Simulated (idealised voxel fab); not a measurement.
This section sets out a process module, namely voxel double patterning.
Section cut is 265 nm wide and gridded with 5 nm square cells.
In this document a cross-section is written as a grid of square cells. It is given as a series of bands, listed from the top down, and a band is one or more rows of cells. Per band: top height and bottom height in nm, followed by the left-to-right materials and their widths in nm; "full width" marks a single material spanning edge to edge, "empty" marks empty space. The level at which height equals 0 is the one under which the wafer, as it arrives, is entirely one material. No lower edge exists for the bottom band, which continues downward and is notated as in "0 and below". Graded width ("30->40"): value in top row of band = first number; value in bottom row = second number; row-to-row change constant. Where a step carries "no modification", the cross-section came out of it unchanged, cell for cell. Look at "Trapped voids" for the closed voids: empty spaces with no open path to the top, sized 8 cells or up. Each is width x height at distance, distance from the left edge, all nm. Past the settings on a step's line: simulator remark, on that step. On any step carrying a mask, the "overlay nm" setting, if present on the step's line, tells how far right of its planned place the mask lay; negative values point to the left.
Planned process steps:
- 1: RECEIVE (material Si)
- 2: CONFORMAL_DEP (material SiO2; thk nm 10)
- 3: DIRECTIONAL_DEP (material W; thk nm 15)
- 4: DIRECTIONAL_DEP (material SiCN; thk nm 5)
- 5: MASKED_ETCH (tone open; mask id FIRST; width nm 15; pitch nm 50; etch materials SiCN; depth nm 10; overlay nm 0)
- 6: PATTERN (tone open; mask id SECOND; material resist; width nm 15; thk nm 15; overlay nm 0)
- 7: DIRECTIONAL_ETCH (etch materials SiCN; depth nm 10)
- 8: STRIP (etch materials resist)
- 9: DIRECTIONAL_ETCH (etch materials W; depth nm 15)
- 10: STRIP (etch materials SiCN)
Wafer-to-wafer difference: thk nm, step 4. Common start. Plan = first wafer's value.
Cross-section: the first of several wafers in its as-received state, i.e. following step 1:
    0 and below | Si full width
    Trapped voids: none
The figure below presents a cross-section of the first of several wafers at the conclusion of the module, following its last step, step 10:
    25 down to 10 | 100 of W | 15 of empty | 10 of W | 15 of empty | 10 of W | 15 of empty | 100 of W
    10 down to 0 | SiO2 full width
    0 and below | Si full width
    Trapped voids: none
Last-wafer cross-section at the end of the module:
    25 down to 10 | W full width
    10 down to 0 | SiO2 full width
    0 and below | Si full width
    Trapped voids: none
Per wafer, end of module: cells gained (+) or lost (-) per material since receipt, then closed voids:
thk nm 5; +106 SiO2; +132 W; Trapped voids: none
thk nm 10; +106 SiO2; +132 W; Trapped voids: none
thk nm 15; +106 SiO2; +159 W; Trapped voids: none
thk nm 20; +106 SiO2; +159 W; Trapped voids: none
thk nm 25; +106 SiO2; +159 W; Trapped voids: none
